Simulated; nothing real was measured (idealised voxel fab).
The document below concerns the process module designated voxel ribs on slabs.
Cross-section cut: width 145 nm, square cells of 5 nm.
Reading order for cross-sections: top band down to bottom band. Underlying form: a grid of square cells. Band size: one or more rows of cells.
A band entry consists of two parts. The first gives the height of the band's top and the height of its bottom, in nm. The rest lists the band's materials from left to right, each with its width in nm. A single material labelled with the word "everywhere" fills the band from edge to edge, and the word "air" marks empty space.
Height datum 0, below which the as-received substrate wafer is one material. Lowest band open at the bottom, running downward: "0..down".
The expression "30 to 40" gives the width at the extremes of the band, the first number at its top row of cells and the second at its bottom row, with the width changing by equal amounts from each row to the next in between.
Key: "nothing was modified" - step with no changed cell in the cross-section.
Look at "Catalogued sealed voids" for the closed voids: empty spaces with no open path to the top, sized 8 cells or up. Each is width x height at distance, distance from the left edge, all nm.
It should be noted that, on the line of a given step, the content following the step's settings is a remark produced by the simulator itself with respect to that step.
Steps that use a mask can have "overlay nm" on their line. It says how far the mask sat to the right of where it was meant to be. Negative means to the left.

**These are the steps we planned for the process**
1) RECEIVE with material Si
2) DIRECTIONAL_DEP with material SiO2, thk nm 25
3) DIRECTIONAL_DEP with material polySi, thk nm 25
4) MASKED_ETCH with tone cover, mask id RIB, width nm 20, etch materials polySi, depth nm 10, overlay nm 0
5) MASKED_ETCH with tone cover, mask id SLAB, width nm 70, etch materials polySi, depth nm 15, overlay nm 0
6) FILL_DEP with material SiO2, thk nm 20
7) CMP with height nm 65
8) DIRECTIONAL_DEP with material W, thk nm 10
9) DIRECTIONAL_DEP with material aC, thk nm 15
10) PATTERN with tone cover, mask id HEATER, material resist, width nm 30, thk nm 30, overlay nm 0
11) DIRECTIONAL_ETCH with etch materials aC, depth nm 15
12) STRIP with etch materials resist
13) DIRECTIONAL_ETCH with etch materials W, depth nm 10
14) STRIP with etch materials aC
15) CONFORMAL_DEP with material SiN, thk nm 10

**Cross-section of the wafer upon arrival, representing the state reached after step 1**
> 0..down: Si everywhere
> Catalogued sealed voids: none

**Run as planned - first of the two wafers cross-sectioned at the end of the module**
> 85..75: air (45)  SiN (50)  air (50)
> 75..65: SiN (55)  W (30)  SiN (60)
> 65..50: SiO2 everywhere
> 50..40: SiO2 (60)  polySi (20)  SiO2 (65)
> 40..25: SiO2 (35)  polySi (70)  SiO2 (40)
> 25..0: SiO2 everywhere
> 0..down: Si everywhere
> Catalogued sealed voids: none

**What the second wafer looks like in cross-section once the module is done. Its start and its plan matched the first wafer's exactly; what differed was one mistake in how it was run**
> 85..75: air (45)  SiN (50)  air (50)
> 75..65: SiN (55)  W (30)  SiN (60)
> 65..50: SiO2 everywhere
> 50..40: SiO2 (60)  polySi (20)  SiO2 (65)
> 40..25: SiO2 (40)  polySi (70)  SiO2 (35)
> 25..0: SiO2 everywhere
> 0..down: Si everywhere
> Catalogued sealed voids: none
Plan not followed: step 5 off recipe, ran as MASKED_ETCH with tone cover, mask id SLAB, width nm 70, etch materials polySi, depth nm 15, overlay nm 5
Cell counts per material: same on both final wafers. Positions: different.
